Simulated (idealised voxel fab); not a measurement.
process module | voxel capacitor over wiring
cross-section cut | 155 nm wide | cells 5 nm
A cross-section is a grid of square cells, given in bands from the top down. A band is one or more rows of cells.
Each band's line starts with the height of the band's top and of its bottom, in nm. Then come its materials from left to right, each with its width in nm. One material with "throughout" fills the band from edge to edge. "air" is empty space.
Height 0 is the level under which the wafer as received is all one material. The lowest band goes on downwards, as in "0 down".
A width such as "30 to 40" changes by the same amount from each row of cells to the next, from the band's top row to its bottom row.
"no change" after a step means that no cell of the cross-section changed.
closed voids: empty space of 8 cells or more with no open way to the top, each as width x height at its distance from the left edge, in nm
after a step's settings: what the simulator itself notes on the step
overlay nm, on a step with a mask: how far to the right of its planned place the mask lay; to the left if negative
plan
1 op RECEIVE | material Si
2 op CONFORMAL_DEP | material SiO2 | thk nm 15
3 op CONFORMAL_DEP | material SiCN | thk nm 5
4 op DIRECTIONAL_DEP | material lowk | thk nm 25
5 op DIRECTIONAL_DEP | material aC | thk nm 10
6 op PATTERN | tone open | mask id METAL_1 | material resist | width nm 20 | pitch nm 85 | thk nm 30 | overlay nm 0
7 op DIRECTIONAL_ETCH | etch materials aC | depth nm 10
8 op STRIP | etch materials resist
9 op DIRECTIONAL_ETCH | etch materials lowk | depth nm 25
10 op DIRECTIONAL_ETCH | etch materials SiCN | depth nm 5
11 op STRIP | etch materials aC
12 op CONFORMAL_DEP | material TiN | thk nm 5
13 op FILL_DEP | material Cu | thk nm 5
14 op CMP | height nm 45
15 op CONFORMAL_DEP | material SiCN | thk nm 5
16 op DIRECTIONAL_DEP | material lowk | thk nm 15
17 op DIRECTIONAL_DEP | material aC | thk nm 10
18 op PATTERN | tone open | mask id PLUG_1 | material resist | width nm 15 | thk nm 25 | overlay nm 0
19 op DIRECTIONAL_ETCH | etch materials aC | depth nm 10
20 op STRIP | etch materials resist
21 op DIRECTIONAL_ETCH | etch materials lowk | depth nm 15
22 op DIRECTIONAL_ETCH | etch materials SiCN | depth nm 5
23 op STRIP | etch materials aC
24 op EPI | material Ru | thk nm 10
25 op EPI | material Ru | thk nm 10
26 op DIRECTIONAL_DEP | material TiN | thk nm 5
27 op DIRECTIONAL_DEP | material HfO2 | thk nm 5
28 op DIRECTIONAL_DEP | material TiN | thk nm 10
29 op MASKED_ETCH | tone cover | mask id UPPER_PLATE | width nm 70 | etch materials TiN | depth nm 10 | overlay nm 0
30 op MASKED_ETCH | tone cover | mask id UPPER_PLATE | width nm 70 | etch materials HfO2 | depth nm 5 | overlay nm 0
31 op PATTERN | tone cover | mask id LOWER_PLATE | material resist | width nm 80 | thk nm 15 | overlay nm 0
32 op DIRECTIONAL_ETCH | etch materials TiN | depth nm 5
33 op STRIP | etch materials resist
34 op FILL_DEP | material SiO2 | thk nm 15
35 op CMP | height nm 95
36 op DIRECTIONAL_DEP | material aC | thk nm 10
37 op PATTERN | tone open | mask id PLUG_2 | material resist | width nm 15 | thk nm 30 | overlay nm 0
38 op DIRECTIONAL_ETCH | etch materials aC | depth nm 10
39 op STRIP | etch materials resist
40 op DIRECTIONAL_ETCH | etch materials SiO2 | depth nm 10
41 op STRIP | etch materials aC
42 op CONFORMAL_DEP | material TiN | thk nm 5
43 op FILL_DEP | material W | thk nm 10
44 op CMP | height nm 95
45 op CONFORMAL_DEP | material SiCN | thk nm 5
as received, after step 1
  0 down: Si throughout
  closed voids: none
a wafer at the end: this start, this plan, one mistake
  100 to 95: SiCN throughout
  95 to 90: SiO2 40 | TiN 5 | W 5 | TiN 5 | SiO2 100
  90 to 85: SiO2 40 | TiN 15 | SiO2 100
  85 to 75: SiO2 30 | TiN 70 | SiO2 55
  75 to 70: SiO2 30 | HfO2 70 | SiO2 55
  70 to 65: SiO2 25 | TiN 80 | SiO2 50
  65 to 50: lowk 25 | Ru 25 | lowk 105
  50 to 45: SiCN 25 | Ru 25 | SiCN 105
  45 to 20: lowk 25 | TiN 5 | Cu 10 | TiN 5 | lowk 65 | TiN 5 | Cu 10 | TiN 5 | lowk 25
  20 to 15: SiCN 25 | TiN 20 | SiCN 65 | TiN 20 | SiCN 25
  15 to 0: SiO2 throughout
  0 down: Si throughout
  closed voids: none
what went wrong: step 18 ran as: op PATTERN | tone open | mask id PLUG_1 | material resist | width nm 25 | thk nm 25 | overlay nm 0
